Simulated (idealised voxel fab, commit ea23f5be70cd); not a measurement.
process module | voxel transistor to metal
cross-section cut | 160 nm wide | cells 5 nm
A cross-section is a grid of square cells, given in bands from the top down. A band is one or more rows of cells.
Each band's line starts with the height of the band's top and of its bottom, in nm. Then come its materials from left to right, each with its width in nm. One material with "throughout" fills the band from edge to edge. "air" is empty space.
Height 0 is the level under which the wafer as received is all one material. The lowest band goes on downwards, as in "0 down".
A width such as "30 to 40" changes by the same amount from each row of cells to the next, from the band's top row to its bottom row.
"no change" after a step means that no cell of the cross-section changed.
closed voids: empty space of 8 cells or more with no open way to the top, each as width x height at its distance from the left edge, in nm
after a step's settings: what the simulator itself notes on the step
overlay nm, on a step with a mask: how far to the right of its planned place the mask lay; to the left if negative
plan
1 op RECEIVE | material Si
2 op OXIDIZE | depth nm 5
3 op CONFORMAL_DEP | material SiN | thk nm 15
4 op DIRECTIONAL_DEP | material aC | thk nm 10
5 op PATTERN | tone cover | mask id ACTIVE | material resist | width nm 125 | thk nm 25 | overlay nm 0
6 op DIRECTIONAL_ETCH | etch materials aC | depth nm 10
7 op STRIP | etch materials resist
8 op DIRECTIONAL_ETCH | etch materials SiN | depth nm 15
9 op DIRECTIONAL_ETCH | etch materials SiO2 | depth nm 5
10 op DIRECTIONAL_ETCH | etch materials Si | depth nm 20
11 op STRIP | etch materials aC
12 op FILL_DEP | material SiO2 | thk nm 5
13 op CMP | height nm 15
14 op SELECTIVE_ETCH | etch materials SiO2 | depth nm 15
15 op STRIP | etch materials SiN
16 op SELECTIVE_ETCH | etch materials SiO2 | depth nm 5
17 op OXIDIZE | depth nm 5
18 op DIRECTIONAL_DEP | material polySi | thk nm 25
19 op DIRECTIONAL_DEP | material SiCN | thk nm 15
20 op MASKED_ETCH | tone cover | mask id GATE | width nm 35 | etch materials SiCN | depth nm 25 | overlay nm 0
21 op MASKED_ETCH | tone cover | mask id GATE | width nm 35 | etch materials polySi | depth nm 35 | overlay nm 0
22 op CONFORMAL_DEP | material SiN | thk nm 5
23 op DIRECTIONAL_ETCH | etch materials SiN | depth nm 5
24 op DIRECTIONAL_ETCH | etch materials SiO2 | depth nm 5
25 op DIRECTIONAL_ETCH | etch materials Si | depth nm 15
26 op EPI | material pSi | thk nm 20
27 op FILL_DEP | material SiO2 | thk nm 10
28 op CMP | height nm 20
29 op STRIP | etch materials polySi
30 op SELECTIVE_ETCH | etch materials SiO2 | depth nm 5
31 op CONFORMAL_DEP | material HfO2 | thk nm 5
32 op CONFORMAL_DEP | material TiN | thk nm 5
33 op FILL_DEP | material W | thk nm 5
34 op CMP | height nm 15
35 op DIRECTIONAL_DEP | material SiO2 | thk nm 10
36 op DIRECTIONAL_DEP | material aC | thk nm 10
37 op PATTERN | tone open | mask id CONTACT | material resist | width nm 15 | pitch nm 95 | thk nm 25 | overlay nm 0
38 op DIRECTIONAL_ETCH | etch materials aC | depth nm 10
39 op STRIP | etch materials resist
40 op DIRECTIONAL_ETCH | etch materials SiO2 | depth nm 30
41 op STRIP | etch materials aC
42 op CONFORMAL_DEP | material TiN | thk nm 5
43 op FILL_DEP | material Ru | thk nm 5
44 op CMP | height nm 25
45 op DIRECTIONAL_DEP | material TiN | thk nm 5
46 op DIRECTIONAL_DEP | material W | thk nm 20
47 op MASKED_ETCH | tone cover | mask id METAL_1 | width nm 20 | pitch nm 95 | etch materials W | depth nm 20 | overlay nm 0
48 op MASKED_ETCH | tone cover | mask id METAL_1 | width nm 20 | pitch nm 95 | etch materials TiN | depth nm 5 | overlay nm 0
49 op CONFORMAL_DEP | material SiCN | thk nm 5
50 op FILL_DEP | material lowk | thk nm 10
51 op CMP | height nm 50
52 op CONFORMAL_DEP | material SiN | thk nm 5
varied across the wafers: width nm of step 37. The plan shows the first wafer's value. All wafers start alike
first wafer as received, after step 1
  0 down: Si throughout
  closed voids: none
each wafer at the end: cells of each material gained (+) or lost (-) since it was received, then its closed voids
width nm 15 | +17 HfO2 | +7 Ru | -133 Si | +40 SiCN | +40 SiN | +125 SiO2 | +45 TiN | +41 W | +80 lowk | +90 pSi | closed voids: none
width nm 20 | +17 HfO2 | +14 Ru | -133 Si | +40 SiCN | +40 SiN | +116 SiO2 | +47 TiN | +41 W | +80 lowk | +90 pSi | closed voids: none
width nm 25 | +17 HfO2 | +21 Ru | -133 Si | +40 SiCN | +40 SiN | +107 SiO2 | +49 TiN | +41 W | +80 lowk | +90 pSi | closed voids: none
width nm 30 | +17 HfO2 | +28 Ru | -133 Si | +40 SiCN | +40 SiN | +98 SiO2 | +51 TiN | +41 W | +80 lowk | +90 pSi | closed voids: none
width nm 35 | +17 HfO2 | +35 Ru | -133 Si | +40 SiCN | +40 SiN | +89 SiO2 | +53 TiN | +41 W | +80 lowk | +90 pSi | closed voids: none
